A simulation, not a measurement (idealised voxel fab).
This is a process module. Its name is voxel released beams.
Section cut is 145 nm wide and gridded with 5 nm square cells.
In what follows, cross-sections appear as grids of square cells, described through bands that run from the top down, where every band is one or more rows of cells. What a band's entry tells you: where the top is and where the bottom is, as heights in nm, and after that what lies inside, material by material from left to right, each with its width in nm. Empty space is written as the word "blank", and a single material marked with the word "all across" occupies the band from edge to edge. Measure heights from 0. That's the level where, below it, the as-received wafer is all one material. The lowest band is bottomless and extends downward; write it as in "0..down". A width such as "30 to 40" changes by the same amount from each row of cells to the next, from the band's top row to its bottom row. It should be understood that the words "remains unaltered", when stated for a given step, signify that the cross-section underwent no change in any of its cells during that step. So "Enclosed internal voids" is basically the list of trapped voids: any empty space of 8 cells or more that can't reach the top through an opening. They're written width x height at distance, the distance being from the left edge, and it's all nm. Formally, on a step line, whatever follows the settings is a remark that the simulator itself makes on the step. When a step includes a mask, the "overlay nm" setting on its line states how far to the right of its planned place that mask lay, and negative values state how far to the left.
Set out below are the planned steps of the process:
1) RECEIVE (material Si)
2) CONFORMAL_DEP (material Al2O3; thk nm 5)
3) DIRECTIONAL_DEP (material SiO2; thk nm 15)
4) PATTERN (tone open; mask id ANCHOR; material resist; width nm 45; thk nm 15; overlay nm 0)
5) DIRECTIONAL_ETCH (etch materials SiO2; depth nm 15)
6) STRIP (etch materials resist)
7) CONFORMAL_DEP (material W; thk nm 15)
8) MASKED_ETCH (tone cover; mask id BEAM; width nm 95; etch materials W; depth nm 15; overlay nm 0)
9) STRIP (etch materials SiO2)
Incoming wafer, cross-sectional view, post step 1:
  0..down | Si all across
  Enclosed internal voids: none
Same starting wafer, same plan as above, one mistake in the execution; this is the cross-section at the end of the module:
  35..20 | 20 blank / 95 W / 30 blank
  20..15 | Al2O3 all across
  15..0 | SiO2 all across
  0..down | Si all across
  Enclosed internal voids: none
What went wrong in running the wafer? so 2 and 3 got swapped relative to the plan, each ran where the other was supposed to
